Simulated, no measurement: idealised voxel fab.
This is a process module. Its name is voxel air gaps.
Square cell edge 5 nm, section width 185 nm, ID cut.
When this document writes out a cross-section, it uses a grid of square cells and lists it as bands, beginning at the top and moving down, with a band standing for one or more rows of cells.
Top height, bottom height, nm. Materials left to right, width each, nm. Single material + "everywhere" = fills band edge to edge. "empty" = empty.
We count height from 0. Below that, the starting wafer is all one material. The lowest band never ends at the bottom but goes on down; see "0..down" for how that is written.
With a width like "30..40", each row of cells in the band differs from the next by the same amount, the top row carrying the first number and the bottom row the second.
You'll sometimes find "nothing different" written for a step, and that's the way of saying that nowhere in the cross-section did a cell change during that step.
"Enclosed internal cavities" specifies each empty space that is not open to the top and that occupies no fewer than 8 cells, using the form width x height at distance, the distance measured from the left edge and all three quantities in nm.
Read whatever lies past the settings on a step's line as the simulator's own remark about the step.
overlay nm: for a step with a mask, the amount by which the mask lay right of where it was planned; a negative amount means left of it.

Steps planned for the process:
1) RECEIVE, material Si
2) CONFORMAL_DEP, material SiO2, thk nm 10
3) CONFORMAL_DEP, material SiN, thk nm 5
4) DIRECTIONAL_DEP, material lowk, thk nm 40
5) MASKED_ETCH, tone open, mask id LINES, width nm 20, pitch nm 50, etch materials lowk, depth nm 40, overlay nm 0
6) CONFORMAL_DEP, material TiN, thk nm 5
7) FILL_DEP, material Cu, thk nm 10
8) CMP, height nm 55
9) EPI, material Ru, thk nm 10
10) SELECTIVE_ETCH, etch materials lowk, depth nm 50
11) CONFORMAL_DEP, material SiCN, thk nm 5

as received, after step 1:
> 0..down | Si everywhere
> Enclosed internal cavities: none

The following cross-section depicts the wafer upon conclusion of the module. Processing commenced from the starting condition illustrated above and adhered to the plan illustrated above, save for one mistake in execution:
> 60..55 | empty 15 nm  SiCN 150 nm  empty 20 nm
> 55..45 | empty 15 nm  SiCN 5 nm  Ru 40 nm  SiCN 10 nm  Ru 40 nm  SiCN 10 nm  Ru 40 nm  SiCN 5 nm  empty 20 nm
> 45..40 | empty 15 nm  SiCN 15 nm  TiN 5 nm  Cu 10 nm  TiN 5 nm  SiCN 30 nm  TiN 5 nm  Cu 10 nm  TiN 5 nm  SiCN 30 nm  TiN 5 nm  Cu 10 nm  TiN 5 nm  SiCN 15 nm  empty 20 nm
> 40..20 | empty 25 nm  SiCN 5 nm  TiN 5 nm  Cu 10 nm  TiN 5 nm  SiCN 5 nm  empty 20 nm  SiCN 5 nm  TiN 5 nm  Cu 10 nm  TiN 5 nm  SiCN 5 nm  empty 20 nm  SiCN 5 nm  TiN 5 nm  Cu 10 nm  TiN 5 nm  SiCN 5 nm  empty 30 nm
> 20..15 | SiCN 30 nm  TiN 20 nm  SiCN 30 nm  TiN 20 nm  SiCN 30 nm  TiN 20 nm  SiCN 35 nm
> 15..10 | SiN everywhere
> 10..0 | SiO2 everywhere
> 0..down | Si everywhere
> Enclosed internal cavities: 20 x 20 at 55; 20 x 20 at 105
Where did the run depart from the plan? step 8 changed vs plan, executed as CMP, height nm 45
